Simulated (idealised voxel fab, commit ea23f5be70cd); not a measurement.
process module | voxel spacer lines
cross-section cut | 265 nm wide | cells 5 nm
A cross-section is a grid of square cells, given in bands from the top down. A band is one or more rows of cells.
Each band's line starts with the height of the band's top and of its bottom, in nm. Then come its materials from left to right, each with its width in nm. One material with "throughout" fills the band from edge to edge. "air" is empty space.
Height 0 is the level under which the wafer as received is all one material. The lowest band goes on downwards, as in "0 down".
A width such as "30 to 40" changes by the same amount from each row of cells to the next, from the band's top row to its bottom row.
"no change" after a step means that no cell of the cross-section changed.
closed voids: empty space of 8 cells or more with no open way to the top, each as width x height at its distance from the left edge, in nm
after a step's settings: what the simulator itself notes on the step
overlay nm, on a step with a mask: how far to the right of its planned place the mask lay; to the left if negative
plan
1 op RECEIVE | material Si
2 op CONFORMAL_DEP | material Al2O3 | thk nm 10
3 op DIRECTIONAL_DEP | material W | thk nm 10
4 op DIRECTIONAL_DEP | material polySi | thk nm 25
5 op PATTERN | tone cover | mask id MANDREL | material resist | width nm 20 | pitch nm 70 | thk nm 30 | overlay nm 0
6 op DIRECTIONAL_ETCH | etch materials polySi | depth nm 25
7 op STRIP | etch materials resist
8 op CONFORMAL_DEP | material SiO2 | thk nm 15
9 op DIRECTIONAL_ETCH | etch materials SiO2 | depth nm 15
10 op STRIP | etch materials polySi
11 op DIRECTIONAL_ETCH | etch materials W | depth nm 10
12 op STRIP | etch materials SiO2
as received, after step 1
  0 down: Si throughout
  closed voids: none
first wafer at the end, as planned
  20 to 10: air 70 | W 15 | air 20 | W 15 | air 20 | W 15 | air 20 | W 15 | air 75
  10 to 0: Al2O3 throughout
  0 down: Si throughout
  closed voids: none
second wafer at the end: like start, like plan, one mistake
  20 to 10: air 85 | W 20 | air 50 | W 20 | air 90
  10 to 0: Al2O3 throughout
  0 down: Si throughout
  closed voids: none
what went wrong: step 5 ran as: op PATTERN | tone open | mask id MANDREL | material resist | width nm 20 | pitch nm 70 | thk nm 30 | overlay nm 0
at the end the second wafer has, in cells: 8 fewer of W
